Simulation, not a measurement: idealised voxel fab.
This is a process module. Its name is voxel self aligned vias.
FYI the section here is cut, 225 nm wide, cells are 5 nm squares.
How to read a cross-section here: the picture is a grid of square cells, written as bands going from the top down, and any band can span one or more rows of cells. Quick guide to a band line: top height, bottom height (nm) up front; then every material left to right with its width in nm. Only one material and it's marked "throughout"? Then it fills the band edge to edge. And "empty" just means empty space. We count height from 0. Below that, the starting wafer is all one material. The lowest band never ends at the bottom but goes on down; see "0..down" for how that is written. When a width is written as two numbers, as in "30->40", the first number is the width in the top row of cells of the band and the second is the width in its bottom row, and the width changes by the same amount from each row to the next. The designation "identical to before", where it is given for a processing step, indicates that no cell of the cross-section was altered in the course of that step. This entry, "Closed internal voids", enumerates those empty regions of no fewer than 8 cells that possess no open connection to the top. Each region is reported in the form width x height at distance, the distance being taken from the left edge, with all three quantities expressed in nm. Heads up: the bit after the settings on a step's line is the simulator's remark on that step. Each step line may optionally specify "overlay nm", which for a step with a mask gives the rightward distance between the mask's planned place and where it lay, a negative value indicating the leftward direction. Pairs from here to the end. Each: cross-section before one process step, cross-section after it, the latter only as far down as the lowest band that changed. Under each: the step between, and its settings. Mind that the pairs may be taken from different runs of this module on the same starting wafer; whether a pair continues from the pair above depends on its entry headed "Pre-step snapshot", and it does only where that entry says so.

[Pre-step snapshot]
- 0..down = Si throughout
- Closed internal voids: none

[Post-Step Cross-Section]
- 10..0 = SiO2 throughout
- Below 0, the layers are the same as they were.
- Closed internal voids: none
The cross-sections above show the structure before and after this step: CONFORMAL_DEP [material SiO2] [thk nm 10]

Pre-step snapshot: For the state before this step, see the after cross-section of the pair located directly above.

[Post-Step Cross-Section]
- 15..10 = SiCN throughout
- Below 10, the layers are the same as they were.
- Closed internal voids: none
The cross-sections above show the structure before and after this step: CONFORMAL_DEP [material SiCN] [thk nm 5]

Pre-step snapshot: For the state before this step, see the after cross-section of the pair located directly above.

[Post-Step Cross-Section]
- 35..15 = lowk throughout
- Below 15, the layers are the same as they were.
- Closed internal voids: none
The cross-sections above show the structure before and after this step: DIRECTIONAL_DEP [material lowk] [thk nm 20]

Pre-step snapshot: For the state before this step, see the after cross-section of the pair located directly above.

[Post-Step Cross-Section]
- 45..35 = aC throughout
- Below 35, the layers are the same as they were.
- Closed internal voids: none
The cross-sections above show the structure before and after this step: DIRECTIONAL_DEP [material aC] [thk nm 10]

Pre-step snapshot: For the state before this step, see the after cross-section of the pair located directly above.

[Post-Step Cross-Section]
- 70..45 = resist 45 nm, empty 20 nm, resist 35 nm, empty 20 nm, resist 35 nm, empty 20 nm, resist 50 nm
- Below 45, the layers are the same as they were.
- Closed internal voids: none
The cross-sections above show the structure before and after this step: PATTERN [tone open] [mask id LINES] [material resist] [width nm 20] [pitch nm 55] [thk nm 25] [overlay nm 0]

Pre-step snapshot: For the state before this step, see the after cross-section of the pair located directly above.

[Post-Step Cross-Section]
- 60..45 = resist 45 nm, empty 20 nm, resist 35 nm, empty 20 nm, resist 35 nm, empty 20 nm, resist 50 nm
- 45..35 = aC 45 nm, empty 20 nm, aC 35 nm, empty 20 nm, aC 35 nm, empty 20 nm, aC 50 nm
- Below 35, the layers are the same as they were.
- Closed internal voids: none
The cross-sections above show the structure before and after this step: DIRECTIONAL_ETCH [etch materials aC] [depth nm 10]

Pre-step snapshot: For the state before this step, see the after cross-section of the pair located directly above.

[Post-Step Cross-Section]
- 45..35 = aC 45 nm, empty 20 nm, aC 35 nm, empty 20 nm, aC 35 nm, empty 20 nm, aC 50 nm
- Below 35, the layers are the same as they were.
- Closed internal voids: none
The cross-sections above show the structure before and after this step: STRIP [etch materials resist]

Pre-step snapshot: For the state before this step, see the after cross-section of the pair located directly above.

[Post-Step Cross-Section]
- 45..35 = aC 45 nm, empty 20 nm, aC 35 nm, empty 20 nm, aC 35 nm, empty 20 nm, aC 50 nm
- 35..15 = lowk 45 nm, empty 20 nm, lowk 35 nm, empty 20 nm, lowk 35 nm, empty 20 nm, lowk 50 nm
- Below 15, the layers are the same as they were.
- Closed internal voids: none
The cross-sections above show the structure before and after this step: DIRECTIONAL_ETCH [etch materials lowk] [depth nm 20]

Pre-step snapshot: For the state before this step, see the after cross-section of the pair located directly above.

[Post-Step Cross-Section]
- 35..15 = lowk 45 nm, empty 20 nm, lowk 35 nm, empty 20 nm, lowk 35 nm, empty 20 nm, lowk 50 nm
- Below 15, the layers are the same as they were.
- Closed internal voids: none
The cross-sections above show the structure before and after this step: STRIP [etch materials aC]

Pre-step snapshot: For the state before this step, see the after cross-section of the pair located directly above.

[Post-Step Cross-Section]
- 40..35 = TiN 50 nm, empty 10 nm, TiN 45 nm, empty 10 nm, TiN 45 nm, empty 10 nm, TiN 55 nm
- 35..20 = lowk 45 nm, TiN 5 nm, empty 10 nm, TiN 5 nm, lowk 35 nm, TiN 5 nm, empty 10 nm, TiN 5 nm, lowk 35 nm, TiN 5 nm, empty 10 nm, TiN 5 nm, lowk 50 nm
- 20..15 = lowk 45 nm, TiN 20 nm, lowk 35 nm, TiN 20 nm, lowk 35 nm, TiN 20 nm, lowk 50 nm
- Below 15, the layers are the same as they were.
- Closed internal voids: none
The cross-sections above show the structure before and after this step: CONFORMAL_DEP [material TiN] [thk nm 5]

Pre-step snapshot: For the state before this step, see the after cross-section of the pair located directly above.

[Post-Step Cross-Section]
- 50..40 = Ru throughout
- 40..35 = TiN 50 nm, Ru 10 nm, TiN 45 nm, Ru 10 nm, TiN 45 nm, Ru 10 nm, TiN 55 nm
- 35..20 = lowk 45 nm, TiN 5 nm, Ru 10 nm, TiN 5 nm, lowk 35 nm, TiN 5 nm, Ru 10 nm, TiN 5 nm, lowk 35 nm, TiN 5 nm, Ru 10 nm, TiN 5 nm, lowk 50 nm
- Below 20, the layers are the same as they were.
- Closed internal voids: none
The cross-sections above show the structure before and after this step: FILL_DEP [material Ru] [thk nm 10]

Pre-step snapshot: For the state before this step, see the after cross-section of the pair located directly above.

[Post-Step Cross-Section]
- 35..20 = lowk 45 nm, TiN 5 nm, Ru 10 nm, TiN 5 nm, lowk 35 nm, TiN 5 nm, Ru 10 nm, TiN 5 nm, lowk 35 nm, TiN 5 nm, Ru 10 nm, TiN 5 nm, lowk 50 nm
- Below 20, the layers are the same as they were.
- Closed internal voids: none
The cross-sections above show the structure before and after this step: CMP [height nm 35]

Pre-step snapshot: For the state before this step, see the after cross-section of the pair located directly above.

[Post-Step Cross-Section]
- 35..30 = lowk 45 nm, empty 20 nm, lowk 35 nm, empty 20 nm, lowk 35 nm, empty 20 nm, lowk 50 nm
- Below 30, the layers are the same as they were.
- Closed internal voids: none
The cross-sections above show the structure before and after this step: SELECTIVE_ETCH [etch materials W Ru TiN] [depth nm 5]

Pre-step snapshot: For the state before this step, see the after cross-section of the pair located directly above.

[Post-Step Cross-Section]
- 45..35 = SiN throughout
- 35..30 = lowk 45 nm, SiN 20 nm, lowk 35 nm, SiN 20 nm, lowk 35 nm, SiN 20 nm, lowk 50 nm
- Below 30, the layers are the same as they were.
- Closed internal voids: none
The cross-sections above show the structure before and after this step: FILL_DEP [material SiN] [thk nm 10]

Pre-step snapshot: For the state before this step, see the after cross-section of the pair located directly above.

[Post-Step Cross-Section]
- 35..30 = lowk 45 nm, SiN 20 nm, lowk 35 nm, SiN 20 nm, lowk 35 nm, SiN 20 nm, lowk 50 nm
- Below 30, the layers are the same as they were.
- Closed internal voids: none
The cross-sections above show the structure before and after this step: CMP [height nm 35]

Pre-step snapshot: For the state before this step, see the after cross-section of the pair located directly above.

[Post-Step Cross-Section]
- 50..35 = lowk throughout
- Below 35, the layers are the same as they were.
- Closed internal voids: none
The cross-sections above show the structure before and after this step: DIRECTIONAL_DEP [material lowk] [thk nm 15]

Pre-step snapshot: For the state before this step, see the after cross-section of the pair located directly above.

[Post-Step Cross-Section]
- 60..50 = aC throughout
- Below 50, the layers are the same as they were.
- Closed internal voids: none
The cross-sections above show the structure before and after this step: DIRECTIONAL_DEP [material aC] [thk nm 10]

Pre-step snapshot: For the state before this step, see the after cross-section of the pair located directly above.

[Post-Step Cross-Section]
- 85..60 = resist 35 nm, empty 40 nm, resist 70 nm, empty 40 nm, resist 40 nm
- Below 60, the layers are the same as they were.
- Closed internal voids: none
The cross-sections above show the structure before and after this step: PATTERN [tone open] [mask id VIAS] [material resist] [width nm 40] [pitch nm 110] [thk nm 25] [overlay nm 0]

Pre-step snapshot: For the state before this step, see the after cross-section of the pair located directly above.

[Post-Step Cross-Section]
- 75..60 = resist 35 nm, empty 40 nm, resist 70 nm, empty 40 nm, resist 40 nm
- 60..50 = aC 35 nm, empty 40 nm, aC 70 nm, empty 40 nm, aC 40 nm
- Below 50, the layers are the same as they were.
- Closed internal voids: none
The cross-sections above show the structure before and after this step: DIRECTIONAL_ETCH [etch materials aC] [depth nm 10]

Pre-step snapshot: For the state before this step, see the after cross-section of the pair located directly above.

[Post-Step Cross-Section]
- 60..50 = aC 35 nm, empty 40 nm, aC 70 nm, empty 40 nm, aC 40 nm
- Below 50, the layers are the same as they were.
- Closed internal voids: none
The cross-sections above show the structure before and after this step: STRIP [etch materials resist]

Pre-step snapshot: For the state before this step, see the after cross-section of the pair located directly above.

[Post-Step Cross-Section]
- 60..50 = aC 35 nm, empty 40 nm, aC 70 nm, empty 40 nm, aC 40 nm
- 50..35 = lowk 35 nm, empty 40 nm, lowk 70 nm, empty 40 nm, lowk 40 nm
- Below 35, the layers are the same as they were.
- Closed internal voids: none
The cross-sections above show the structure before and after this step: DIRECTIONAL_ETCH [etch materials lowk] [depth nm 15]

Pre-step snapshot: For the state before this step, see the after cross-section of the pair located directly above.

[Post-Step Cross-Section]
- 60..50 = aC 35 nm, empty 40 nm, aC 70 nm, empty 40 nm, aC 40 nm
- 50..35 = lowk 35 nm, empty 40 nm, lowk 70 nm, empty 40 nm, lowk 40 nm
- 35..30 = lowk 45 nm, empty 20 nm, lowk 35 nm, SiN 20 nm, lowk 35 nm, empty 20 nm, lowk 50 nm
- Below 30, the layers are the same as they were.
- Closed internal voids: none
The cross-sections above show the structure before and after this step: DIRECTIONAL_ETCH [etch materials SiN] [depth nm 5]

Pre-step snapshot: For the state before this step, see the after cross-section of the pair located directly above.

[Post-Step Cross-Section]
- 50..35 = lowk 35 nm, empty 40 nm, lowk 70 nm, empty 40 nm, lowk 40 nm
- Below 35, the layers are the same as they were.
- Closed internal voids: none
The cross-sections above show the structure before and after this step: STRIP [etch materials aC]

Pre-step snapshot: For the state before this step, see the after cross-section of the pair located directly above.

[Post-Step Cross-Section]
- 55..50 = TiN 40 nm, empty 30 nm, TiN 80 nm, empty 30 nm, TiN 45 nm
- 50..40 = lowk 35 nm, TiN 5 nm, empty 30 nm, TiN 5 nm, lowk 70 nm, TiN 5 nm, empty 30 nm, TiN 5 nm, lowk 40 nm
- 40..35 = lowk 35 nm, TiN 15 nm, empty 10 nm, TiN 15 nm, lowk 70 nm, TiN 15 nm, empty 10 nm, TiN 15 nm, lowk 40 nm
- 35..30 = lowk 45 nm, TiN 20 nm, lowk 35 nm, SiN 20 nm, lowk 35 nm, TiN 20 nm, lowk 50 nm
- Below 30, the layers are the same as they were.
- Closed internal voids: none
The cross-sections above show the structure before and after this step: CONFORMAL_DEP [material TiN] [thk nm 5]

Pre-step snapshot: For the state before this step, see the after cross-section of the pair located directly above.

[Post-Step Cross-Section]
- 65..55 = Ru throughout
- 55..50 = TiN 40 nm, Ru 30 nm, TiN 80 nm, Ru 30 nm, TiN 45 nm
- 50..40 = lowk 35 nm, TiN 5 nm, Ru 30 nm, TiN 5 nm, lowk 70 nm, TiN 5 nm, Ru 30 nm, TiN 5 nm, lowk 40 nm
- 40..35 = lowk 35 nm, TiN 15 nm, Ru 10 nm, TiN 15 nm, lowk 70 nm, TiN 15 nm, Ru 10 nm, TiN 15 nm, lowk 40 nm
- Below 35, the layers are the same as they were.
- Closed internal voids: none
The cross-sections above show the structure before and after this step: FILL_DEP [material Ru] [thk nm 10]

Pre-step snapshot: For the state before this step, see the after cross-section of the pair located directly above.

[Post-Step Cross-Section]
- 50..40 = lowk 35 nm, TiN 5 nm, Ru 30 nm, TiN 5 nm, lowk 70 nm, TiN 5 nm, Ru 30 nm, TiN 5 nm, lowk 40 nm
- Below 40, the layers are the same as they were.
- Closed internal voids: none
The cross-sections above show the structure before and after this step: CMP [height nm 50]

Pre-step snapshot: For the state before this step, see the after cross-section of the pair located directly above.

[Post-Step Cross-Section]
- 55..50 = SiCN throughout
- Below 50, the layers are the same as they were.
- Closed internal voids: none
The cross-sections above show the structure before and after this step: CONFORMAL_DEP [material SiCN] [thk nm 5]

[Pre-step snapshot]
- 65..55 = Ru throughout
- 55..50 = TiN 40 nm, Ru 30 nm, TiN 80 nm, Ru 30 nm, TiN 45 nm
- 50..40 = lowk 35 nm, TiN 5 nm, Ru 30 nm, TiN 5 nm, lowk 70 nm, TiN 5 nm, Ru 30 nm, TiN 5 nm, lowk 40 nm
- 40..35 = lowk 35 nm, TiN 15 nm, Ru 10 nm, TiN 15 nm, lowk 70 nm, TiN 15 nm, Ru 10 nm, TiN 15 nm, lowk 40 nm
- 35..30 = lowk 45 nm, TiN 20 nm, lowk 35 nm, SiN 20 nm, lowk 35 nm, TiN 20 nm, lowk 50 nm
- 30..20 = lowk 45 nm, TiN 5 nm, Ru 10 nm, TiN 5 nm, lowk 35 nm, TiN 5 nm, Ru 10 nm, TiN 5 nm, lowk 35 nm, TiN 5 nm, Ru 10 nm, TiN 5 nm, lowk 50 nm
- 20..15 = lowk 45 nm, TiN 20 nm, lowk 35 nm, TiN 20 nm, lowk 35 nm, TiN 20 nm, lowk 50 nm
- 15..10 = SiCN throughout
- 10..0 = SiO2 throughout
- 0..down = Si throughout
- Closed internal voids: none

[Post-Step Cross-Section]
- 70..65 = SiCN throughout
- Below 65, the layers are the same as they were.
- Closed internal voids: none
The cross-sections above show the structure before and after this step: CONFORMAL_DEP [material SiCN] [thk nm 5]

[Pre-step snapshot]
- 60..50 = aC 35 nm, empty 40 nm, aC 70 nm, empty 40 nm, aC 40 nm
- 50..35 = lowk 35 nm, empty 40 nm, lowk 70 nm, empty 40 nm, lowk 40 nm
- 35..30 = lowk 45 nm, SiN 20 nm, lowk 35 nm, SiN 20 nm, lowk 35 nm, SiN 20 nm, lowk 50 nm
- 30..20 = lowk 45 nm, TiN 5 nm, Ru 10 nm, TiN 5 nm, lowk 35 nm, TiN 5 nm, Ru 10 nm, TiN 5 nm, lowk 35 nm, TiN 5 nm, Ru 10 nm, TiN 5 nm, lowk 50 nm
- 20..15 = lowk 45 nm, TiN 20 nm, lowk 35 nm, TiN 20 nm, lowk 35 nm, TiN 20 nm, lowk 50 nm
- 15..10 = SiCN throughout
- 10..0 = SiO2 throughout
- 0..down = Si throughout
- Closed internal voids: none

[Post-Step Cross-Section]
- 60..50 = aC 35 nm, empty 40 nm, aC 70 nm, empty 40 nm, aC 40 nm
- 50..35 = lowk 35 nm, empty 40 nm, lowk 70 nm, empty 40 nm, lowk 40 nm
- 35..30 = lowk 35 nm, empty 10 nm, SiN 20 nm, empty 10 nm, lowk 25 nm, SiN 20 nm, lowk 25 nm, empty 10 nm, SiN 20 nm, empty 10 nm, lowk 40 nm
- 30..20 = lowk 35 nm, empty 10 nm, TiN 5 nm, Ru 10 nm, TiN 5 nm, empty 10 nm, lowk 25 nm, TiN 5 nm, Ru 10 nm, TiN 5 nm, lowk 25 nm, empty 10 nm, TiN 5 nm, Ru 10 nm, TiN 5 nm, empty 10 nm, lowk 40 nm
- Below 20, the layers are the same as they were.
- Closed internal voids: none
The cross-sections above show the structure before and after this step: DIRECTIONAL_ETCH [etch materials lowk] [depth nm 15]

Pre-step snapshot: For the state before this step, see the after cross-section of the pair located directly above.

[Post-Step Cross-Section]
- 60..50 = aC 35 nm, empty 40 nm, aC 70 nm, empty 40 nm, aC 40 nm
- 50..35 = lowk 35 nm, empty 40 nm, lowk 70 nm, empty 40 nm, lowk 40 nm
- 35..30 = lowk 35 nm, empty 40 nm, lowk 25 nm, SiN 20 nm, lowk 25 nm, empty 40 nm, lowk 40 nm
- Below 30, the layers are the same as they were.
- Closed internal voids: none
The cross-sections above show the structure before and after this step: DIRECTIONAL_ETCH [etch materials SiN] [depth nm 5]

Pre-step snapshot: For the state before this step, see the after cross-section of the pair located directly above.

[Post-Step Cross-Section]
- 50..35 = lowk 35 nm, empty 40 nm, lowk 70 nm, empty 40 nm, lowk 40 nm
- Below 35, the layers are the same as they were.
- Closed internal voids: none
The cross-sections above show the structure before and after this step: STRIP [etch materials aC]

Pre-step snapshot: For the state before this step, see the after cross-section of the pair located directly above.

[Post-Step Cross-Section]
- 55..50 = TiN 40 nm, empty 30 nm, TiN 80 nm, empty 30 nm, TiN 45 nm
- 50..35 = lowk 35 nm, TiN 5 nm, empty 30 nm, TiN 5 nm, lowk 70 nm, TiN 5 nm, empty 30 nm, TiN 5 nm, lowk 40 nm
- 35..30 = lowk 35 nm, TiN 40 nm, lowk 25 nm, SiN 20 nm, lowk 25 nm, TiN 40 nm, lowk 40 nm
- 30..20 = lowk 35 nm, TiN 15 nm, Ru 10 nm, TiN 15 nm, lowk 25 nm, TiN 5 nm, Ru 10 nm, TiN 5 nm, lowk 25 nm, TiN 15 nm, Ru 10 nm, TiN 15 nm, lowk 40 nm
- Below 20, the layers are the same as they were.
- Closed internal voids: none
The cross-sections above show the structure before and after this step: CONFORMAL_DEP [material TiN] [thk nm 5]

Pre-step snapshot: For the state before this step, see the after cross-section of the pair located directly above.

[Post-Step Cross-Section]
- 65..55 = Ru throughout
- 55..50 = TiN 40 nm, Ru 30 nm, TiN 80 nm, Ru 30 nm, TiN 45 nm
- 50..35 = lowk 35 nm, TiN 5 nm, Ru 30 nm, TiN 5 nm, lowk 70 nm, TiN 5 nm, Ru 30 nm, TiN 5 nm, lowk 40 nm
- Below 35, the layers are the same as they were.
- Closed internal voids: none
The cross-sections above show the structure before and after this step: FILL_DEP [material Ru] [thk nm 10]

Pre-step snapshot: For the state before this step, see the after cross-section of the pair located directly above.

[Post-Step Cross-Section]
- 50..35 = lowk 35 nm, TiN 5 nm, Ru 30 nm, TiN 5 nm, lowk 70 nm, TiN 5 nm, Ru 30 nm, TiN 5 nm, lowk 40 nm
- Below 35, the layers are the same as they were.
- Closed internal voids: none
The cross-sections above show the structure before and after this step: CMP [height nm 50]

Pre-step snapshot: For the state before this step, see the after cross-section of the pair located directly above.

[Post-Step Cross-Section]
- 55..50 = SiCN throughout
- Below 50, the layers are the same as they were.
- Closed internal voids: none
The cross-sections above show the structure before and after this step: CONFORMAL_DEP [material SiCN] [thk nm 5]

[Pre-step snapshot]
- 0..down = Si throughout
- Closed internal voids: none

[Post-Step Cross-Section]
- 5..0 = SiCN throughout
- Below 0, the layers are the same as they were.
- Closed internal voids: none
The cross-sections above show the structure before and after this step: CONFORMAL_DEP [material SiCN] [thk nm 5]

Pre-step snapshot: For the state before this step, see the after cross-section of the pair located directly above.

[Post-Step Cross-Section]
- 15..5 = SiO2 throughout
- Below 5, the layers are the same as they were.
- Closed internal voids: none
The cross-sections above show the structure before and after this step: CONFORMAL_DEP [material SiO2] [thk nm 10]

Pre-step snapshot: For the state before this step, see the after cross-section of the pair located directly above.

[Post-Step Cross-Section]
- 35..15 = lowk throughout
- Below 15, the layers are the same as they were.
- Closed internal voids: none
The cross-sections above show the structure before and after this step: DIRECTIONAL_DEP [material lowk] [thk nm 20]

Pre-step snapshot: For the state before this step, see the after cross-section of the pair located directly above.

[Post-Step Cross-Section]
- 45..35 = aC throughout
- Below 35, the layers are the same as they were.
- Closed internal voids: none
The cross-sections above show the structure before and after this step: DIRECTIONAL_DEP [material aC] [thk nm 10]

Pre-step snapshot: For the state before this step, see the after cross-section of the pair located directly above.

[Post-Step Cross-Section]
- 70..45 = resist 45 nm, empty 20 nm, resist 35 nm, empty 20 nm, resist 35 nm, empty 20 nm, resist 50 nm
- Below 45, the layers are the same as they were.
- Closed internal voids: none
The cross-sections above show the structure before and after this step: PATTERN [tone open] [mask id LINES] [material resist] [width nm 20] [pitch nm 55] [thk nm 25] [overlay nm 0]

Pre-step snapshot: For the state before this step, see the after cross-section of the pair located directly above.

[Post-Step Cross-Section]
- 60..45 = resist 45 nm, empty 20 nm, resist 35 nm, empty 20 nm, resist 35 nm, empty 20 nm, resist 50 nm
- 45..35 = aC 45 nm, empty 20 nm, aC 35 nm, empty 20 nm, aC 35 nm, empty 20 nm, aC 50 nm
- Below 35, the layers are the same as they were.
- Closed internal voids: none
The cross-sections above show the structure before and after this step: DIRECTIONAL_ETCH [etch materials aC] [depth nm 10]

Pre-step snapshot: For the state before this step, see the after cross-section of the pair located directly above.

[Post-Step Cross-Section]
- 45..35 = aC 45 nm, empty 20 nm, aC 35 nm, empty 20 nm, aC 35 nm, empty 20 nm, aC 50 nm
- Below 35, the layers are the same as they were.
- Closed internal voids: none
The cross-sections above show the structure before and after this step: STRIP [etch materials resist]

Pre-step snapshot: For the state before this step, see the after cross-section of the pair located directly above.

[Post-Step Cross-Section]
- 45..35 = aC 45 nm, empty 20 nm, aC 35 nm, empty 20 nm, aC 35 nm, empty 20 nm, aC 50 nm
- 35..15 = lowk 45 nm, empty 20 nm, lowk 35 nm, empty 20 nm, lowk 35 nm, empty 20 nm, lowk 50 nm
- Below 15, the layers are the same as they were.
- Closed internal voids: none
The cross-sections above show the structure before and after this step: DIRECTIONAL_ETCH [etch materials lowk] [depth nm 20]

Pre-step snapshot: For the state before this step, see the after cross-section of the pair located directly above.

[Post-Step Cross-Section]
- 35..15 = lowk 45 nm, empty 20 nm, lowk 35 nm, empty 20 nm, lowk 35 nm, empty 20 nm, lowk 50 nm
- Below 15, the layers are the same as they were.
- Closed internal voids: none
The cross-sections above show the structure before and after this step: STRIP [etch materials aC]

Pre-step snapshot: For the state before this step, see the after cross-section of the pair located directly above.

[Post-Step Cross-Section]
- 40..35 = TiN 50 nm, empty 10 nm, TiN 45 nm, empty 10 nm, TiN 45 nm, empty 10 nm, TiN 55 nm
- 35..20 = lowk 45 nm, TiN 5 nm, empty 10 nm, TiN 5 nm, lowk 35 nm, TiN 5 nm, empty 10 nm, TiN 5 nm, lowk 35 nm, TiN 5 nm, empty 10 nm, TiN 5 nm, lowk 50 nm
- 20..15 = lowk 45 nm, TiN 20 nm, lowk 35 nm, TiN 20 nm, lowk 35 nm, TiN 20 nm, lowk 50 nm
- Below 15, the layers are the same as they were.
- Closed internal voids: none
The cross-sections above show the structure before and after this step: CONFORMAL_DEP [material TiN] [thk nm 5]

Pre-step snapshot: For the state before this step, see the after cross-section of the pair located directly above.

[Post-Step Cross-Section]
- 50..40 = Ru throughout
- 40..35 = TiN 50 nm, Ru 10 nm, TiN 45 nm, Ru 10 nm, TiN 45 nm, Ru 10 nm, TiN 55 nm
- 35..20 = lowk 45 nm, TiN 5 nm, Ru 10 nm, TiN 5 nm, lowk 35 nm, TiN 5 nm, Ru 10 nm, TiN 5 nm, lowk 35 nm, TiN 5 nm, Ru 10 nm, TiN 5 nm, lowk 50 nm
- Below 20, the layers are the same as they were.
- Closed internal voids: none
The cross-sections above show the structure before and after this step: FILL_DEP [material Ru] [thk nm 10]

Pre-step snapshot: For the state before this step, see the after cross-section of the pair located directly above.

[Post-Step Cross-Section]
- 35..20 = lowk 45 nm, TiN 5 nm, Ru 10 nm, TiN 5 nm, lowk 35 nm, TiN 5 nm, Ru 10 nm, TiN 5 nm, lowk 35 nm, TiN 5 nm, Ru 10 nm, TiN 5 nm, lowk 50 nm
- Below 20, the layers are the same as they were.
- Closed internal voids: none
The cross-sections above show the structure before and after this step: CMP [height nm 35]

Pre-step snapshot: For the state before this step, see the after cross-section of the pair located directly above.

[Post-Step Cross-Section]
- 35..30 = lowk 45 nm, empty 20 nm, lowk 35 nm, empty 20 nm, lowk 35 nm, empty 20 nm, lowk 50 nm
- Below 30, the layers are the same as they were.
- Closed internal voids: none
The cross-sections above show the structure before and after this step: SELECTIVE_ETCH [etch materials W Ru TiN] [depth nm 5]

Pre-step snapshot: For the state before this step, see the after cross-section of the pair located directly above.

[Post-Step Cross-Section]
- 45..35 = SiN throughout
- 35..30 = lowk 45 nm, SiN 20 nm, lowk 35 nm, SiN 20 nm, lowk 35 nm, SiN 20 nm, lowk 50 nm
- Below 30, the layers are the same as they were.
- Closed internal voids: none
The cross-sections above show the structure before and after this step: FILL_DEP [material SiN] [thk nm 10]

Pre-step snapshot: For the state before this step, see the after cross-section of the pair located directly above.

[Post-Step Cross-Section]
- 35..30 = lowk 45 nm, SiN 20 nm, lowk 35 nm, SiN 20 nm, lowk 35 nm, SiN 20 nm, lowk 50 nm
- Below 30, the layers are the same as they were.
- Closed internal voids: none
The cross-sections above show the structure before and after this step: CMP [height nm 35]

Pre-step snapshot: For the state before this step, see the after cross-section of the pair located directly above.

[Post-Step Cross-Section]
- 50..35 = lowk throughout
- Below 35, the layers are the same as they were.
- Closed internal voids: none
The cross-sections above show the structure before and after this step: DIRECTIONAL_DEP [material lowk] [thk nm 15]

Pre-step snapshot: For the state before this step, see the after cross-section of the pair located directly above.

[Post-Step Cross-Section]
- 60..50 = aC throughout
- Below 50, the layers are the same as they were.
- Closed internal voids: none
The cross-sections above show the structure before and after this step: DIRECTIONAL_DEP [material aC] [thk nm 10]

Pre-step snapshot: For the state before this step, see the after cross-section of the pair located directly above.

[Post-Step Cross-Section]
- 85..60 = resist 35 nm, empty 40 nm, resist 70 nm, empty 40 nm, resist 40 nm
- Below 60, the layers are the same as they were.
- Closed internal voids: none
The cross-sections above show the structure before and after this step: PATTERN [tone open] [mask id VIAS] [material resist] [width nm 40] [pitch nm 110] [thk nm 25] [overlay nm 0]

Pre-step snapshot: For the state before this step, see the after cross-section of the pair located directly above.

[Post-Step Cross-Section]
- 75..60 = resist 35 nm, empty 40 nm, resist 70 nm, empty 40 nm, resist 40 nm
- 60..50 = aC 35 nm, empty 40 nm, aC 70 nm, empty 40 nm, aC 40 nm
- Below 50, the layers are the same as they were.
- Closed internal voids: none
The cross-sections above show the structure before and after this step: DIRECTIONAL_ETCH [etch materials aC] [depth nm 10]

Pre-step snapshot: For the state before this step, see the after cross-section of the pair located directly above.

[Post-Step Cross-Section]
- 60..50 = aC 35 nm, empty 40 nm, aC 70 nm, empty 40 nm, aC 40 nm
- Below 50, the layers are the same as they were.
- Closed internal voids: none
The cross-sections above show the structure before and after this step: STRIP [etch materials resist]

Pre-step snapshot: For the state before this step, see the after cross-section of the pair located directly above.

[Post-Step Cross-Section]
- 60..50 = aC 35 nm, empty 40 nm, aC 70 nm, empty 40 nm, aC 40 nm
- 50..35 = lowk 35 nm, empty 40 nm, lowk 70 nm, empty 40 nm, lowk 40 nm
- Below 35, the layers are the same as they were.
- Closed internal voids: none
The cross-sections above show the structure before and after this step: DIRECTIONAL_ETCH [etch materials lowk] [depth nm 15]

Pre-step snapshot: For the state before this step, see the after cross-section of the pair located directly above.

[Post-Step Cross-Section]
- 60..50 = aC 35 nm, empty 40 nm, aC 70 nm, empty 40 nm, aC 40 nm
- 50..35 = lowk 35 nm, empty 40 nm, lowk 70 nm, empty 40 nm, lowk 40 nm
- 35..30 = lowk 45 nm, empty 20 nm, lowk 35 nm, SiN 20 nm, lowk 35 nm, empty 20 nm, lowk 50 nm
- Below 30, the layers are the same as they were.
- Closed internal voids: none
The cross-sections above show the structure before and after this step: DIRECTIONAL_ETCH [etch materials SiN] [depth nm 5]

Pre-step snapshot: For the state before this step, see the after cross-section of the pair located directly above.

[Post-Step Cross-Section]
- 50..35 = lowk 35 nm, empty 40 nm, lowk 70 nm, empty 40 nm, lowk 40 nm
- Below 35, the layers are the same as they were.
- Closed internal voids: none
The cross-sections above show the structure before and after this step: STRIP [etch materials aC]

Pre-step snapshot: For the state before this step, see the after cross-section of the pair located directly above.

[Post-Step Cross-Section]
- 55..50 = TiN 40 nm, empty 30 nm, TiN 80 nm, empty 30 nm, TiN 45 nm
- 50..40 = lowk 35 nm, TiN 5 nm, empty 30 nm, TiN 5 nm, lowk 70 nm, TiN 5 nm, empty 30 nm, TiN 5 nm, lowk 40 nm
- 40..35 = lowk 35 nm, TiN 15 nm, empty 10 nm, TiN 15 nm, lowk 70 nm, TiN 15 nm, empty 10 nm, TiN 15 nm, lowk 40 nm
- 35..30 = lowk 45 nm, TiN 20 nm, lowk 35 nm, SiN 20 nm, lowk 35 nm, TiN 20 nm, lowk 50 nm
- Below 30, the layers are the same as they were.
- Closed internal voids: none
The cross-sections above show the structure before and after this step: CONFORMAL_DEP [material TiN] [thk nm 5]

Pre-step snapshot: For the state before this step, see the after cross-section of the pair located directly above.

[Post-Step Cross-Section]
- 65..55 = Ru throughout
- 55..50 = TiN 40 nm, Ru 30 nm, TiN 80 nm, Ru 30 nm, TiN 45 nm
- 50..40 = lowk 35 nm, TiN 5 nm, Ru 30 nm, TiN 5 nm, lowk 70 nm, TiN 5 nm, Ru 30 nm, TiN 5 nm, lowk 40 nm
- 40..35 = lowk 35 nm, TiN 15 nm, Ru 10 nm, TiN 15 nm, lowk 70 nm, TiN 15 nm, Ru 10 nm, TiN 15 nm, lowk 40 nm
- Below 35, the layers are the same as they were.
- Closed internal voids: none
The cross-sections above show the structure before and after this step: FILL_DEP [material Ru] [thk nm 10]

Pre-step snapshot: For the state before this step, see the after cross-section of the pair located directly above.

[Post-Step Cross-Section]
- 50..40 = lowk 35 nm, TiN 5 nm, Ru 30 nm, TiN 5 nm, lowk 70 nm, TiN 5 nm, Ru 30 nm, TiN 5 nm, lowk 40 nm
- Below 40, the layers are the same as they were.
- Closed internal voids: none
The cross-sections above show the structure before and after this step: CMP [height nm 50]

Pre-step snapshot: For the state before this step, see the after cross-section of the pair located directly above.

[Post-Step Cross-Section]
- 55..50 = SiCN throughout
- Below 50, the layers are the same as they were.
- Closed internal voids: none
The cross-sections above show the structure before and after this step: CONFORMAL_DEP [material SiCN] [thk nm 5]

[Pre-step snapshot]
- 0..down = Si throughout
- Closed internal voids: none

[Post-Step Cross-Section]
- 15..0 = SiO2 throughout
- Below 0, the layers are the same as they were.
- Closed internal voids: none
The cross-sections above show the structure before and after this step: CONFORMAL_DEP [material SiO2] [thk nm 15]
